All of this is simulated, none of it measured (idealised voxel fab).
Module name: voxel ribs on slabs (process module)
The width of the displayed cross-section, cut, is 295 nm; its cells are square, with a size of 5 nm.
This document writes a cross-section as a grid whose cells are square, and gives it as bands, listed from the top down; one or more rows of cells form a band. What a band's entry tells you: where the top is and where the bottom is, as heights in nm, and after that what lies inside, material by material from left to right, each with its width in nm. Empty space is written as the word "blank", and a single material marked with the word "all across" occupies the band from edge to edge. Beneath 0, the wafer as received is one material, and that level is where height counting begins. The lowest band goes on downward without a bottom; it is written like "0 and below". So if you see something like "30->40" for the width, read it as the top row of the band sitting at the first number and the bottom row at the second, with every row in between moving by the same amount as the last. "stayed the same" after a step means that no cell of the cross-section changed. So "Fully sealed voids" is basically the list of trapped voids: any empty space of 8 cells or more that can't reach the top through an opening. They're written width x height at distance, the distance being from the left edge, and it's all nm. Text after the settings on a step's line: the simulator's own remark on that step. "overlay nm" denotes, for a step that has a mask, the displacement of the mask to the right of its planned place, with negative values corresponding to the left.
The following list gives the planned process steps:
1. op RECEIVE | material Si
2. op DIRECTIONAL_DEP | material SiO2 | thk nm 30
3. op DIRECTIONAL_DEP | material polySi | thk nm 25
4. op PATTERN | tone cover | mask id RIB | material resist | width nm 30 | thk nm 20 | overlay nm 0
5. op DIRECTIONAL_ETCH | etch materials polySi | depth nm 15
6. op STRIP | etch materials resist
7. op MASKED_ETCH | tone cover | mask id SLAB | width nm 60 | etch materials polySi | depth nm 10 | overlay nm 0
8. op FILL_DEP | material SiO2 | thk nm 30
9. op CMP | height nm 75
10. op DIRECTIONAL_DEP | material W | thk nm 5
11. op DIRECTIONAL_DEP | material aC | thk nm 10
12. op PATTERN | tone cover | mask id HEATER | material resist | width nm 40 | thk nm 25 | overlay nm 0
13. op DIRECTIONAL_ETCH | etch materials aC | depth nm 10
14. op STRIP | etch materials resist
15. op DIRECTIONAL_ETCH | etch materials W | depth nm 5
16. op STRIP | etch materials aC
17. op CONFORMAL_DEP | material SiO2 | thk nm 10
Delivered wafer in cross-section: state after step 1:
* 0 and below: Si all across
* Fully sealed voids: none
The first of two wafers, cross-sectioned at the end of the module, with the run proceeding as planned:
* 90 down to 85: blank (115), then SiO2 (60), then blank (120)
* 85 down to 80: SiO2 all across
* 80 down to 75: SiO2 (125), then W (40), then SiO2 (130)
* 75 down to 55: SiO2 all across
* 55 down to 40: SiO2 (130), then polySi (30), then SiO2 (135)
* 40 down to 30: SiO2 (115), then polySi (60), then SiO2 (120)
* 30 down to 0: SiO2 all across
* 0 and below: Si all across
* Fully sealed voids: none
Now the second wafer, cross-sectioned at the end of the module. Nothing different at the start, nothing different in the plan compared with the first, just one mistake when it was actually run:
* 90 down to 85: SiO2 (135), then blank (20), then SiO2 (140)
* 85 down to 80: SiO2 all across
* 80 down to 75: W (125), then SiO2 (40), then W (130)
* 75 down to 55: SiO2 all across
* 55 down to 40: SiO2 (130), then polySi (30), then SiO2 (135)
* 40 down to 30: SiO2 (115), then polySi (60), then SiO2 (120)
* 30 down to 0: SiO2 all across
* 0 and below: Si all across
* Fully sealed voids: none
Misprocessing identified: rather than as planned, step 12 actually ran as op PATTERN | tone open | mask id HEATER | material resist | width nm 40 | thk nm 25 | overlay nm 0
Final comparison by cell count, materials where the second wafer has more or fewer than the first: +43 W
